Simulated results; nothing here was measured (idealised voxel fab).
Module name: voxel self aligned vias (process module)
cross-section cut | 270 nm wide | cells 5 nm
Format of a cross-section: grid, square cells. Given as bands. Order: top down. Band: one or more rows of cells.
The entry gives the band's vertical extent as a top height and a bottom height in nm, then its horizontal make-up as materials from left to right, each with a width in nm. "air" stands for empty space; a single material marked "everywhere" fills the band edge to edge.
Below 0: as-received wafer, all one material; heights counted from there. Lowest band: no bottom, goes on down, written "0 -> down".
The expression "30..40" gives the width at the extremes of the band, the first number at its top row of cells and the second at its bottom row, with the width changing by equal amounts from each row to the next in between.
"nothing changed" -> step changed no cross-section cell.
"Completely enclosed voids" means: voids of 8 cells or more that are shut off from the top with no open way through. Written width x height at distance, distance from the left edge, in nm.
Formally, on a step line, whatever follows the settings is a remark that the simulator itself makes on the step.
overlay nm, on a step with a mask: how far to the right of its planned place the mask lay; to the left if negative
Process steps - plan
1) RECEIVE, material Si
2) CONFORMAL_DEP, material SiO2, thk nm 10
3) CONFORMAL_DEP, material SiCN, thk nm 5
4) DIRECTIONAL_DEP, material lowk, thk nm 20
5) MASKED_ETCH, tone open, mask id LINES, width nm 20, pitch nm 70, etch materials lowk, depth nm 20, overlay nm 0
6) CONFORMAL_DEP, material TiN, thk nm 5
7) FILL_DEP, material Ru, thk nm 10
8) CMP, height nm 35
9) SELECTIVE_ETCH, etch materials W Ru TiN, depth nm 5
10) FILL_DEP, material SiN, thk nm 5
11) CMP, height nm 35
12) DIRECTIONAL_DEP, material lowk, thk nm 20
13) DIRECTIONAL_DEP, material aC, thk nm 15
14) PATTERN, tone open, mask id VIAS, material resist, width nm 40, pitch nm 70, thk nm 30, overlay nm 0
15) DIRECTIONAL_ETCH, etch materials aC, depth nm 15
16) STRIP, etch materials resist
17) DIRECTIONAL_ETCH, etch materials lowk, depth nm 20
18) DIRECTIONAL_ETCH, etch materials SiN, depth nm 5
19) STRIP, etch materials aC
20) CONFORMAL_DEP, material TiN, thk nm 5
21) FILL_DEP, material Ru, thk nm 10
22) CMP, height nm 55
23) CONFORMAL_DEP, material SiCN, thk nm 5
As received (post step 1): cross-section
* 0 -> down | Si everywhere
* Completely enclosed voids: none
End state of the module in cross-section, given the above starting point and plan and one mistake in execution
* 60 -> 55 | SiCN everywhere
* 55 -> 40 | lowk 80, then TiN 5, then Ru 30, then TiN 5, then lowk 30, then TiN 5, then Ru 30, then TiN 5, then lowk 80
* 40 -> 35 | lowk 80, then TiN 20, then Ru 5, then TiN 15, then lowk 30, then TiN 20, then Ru 5, then TiN 15, then lowk 80
* 35 -> 30 | lowk 95, then TiN 15, then lowk 55, then TiN 15, then lowk 90
* 30 -> 20 | lowk 95, then TiN 5, then Ru 5, then TiN 5, then lowk 55, then TiN 5, then Ru 5, then TiN 5, then lowk 90
* 20 -> 15 | lowk 95, then TiN 15, then lowk 55, then TiN 15, then lowk 90
* 15 -> 10 | SiCN everywhere
* 10 -> 0 | SiO2 everywhere
* 0 -> down | Si everywhere
* Completely enclosed voids: none
Diagnosis: step 5 was not run as planned; what actually ran was MASKED_ETCH, tone open, mask id LINES, width nm 15, pitch nm 70, etch materials lowk, depth nm 20, overlay nm 0
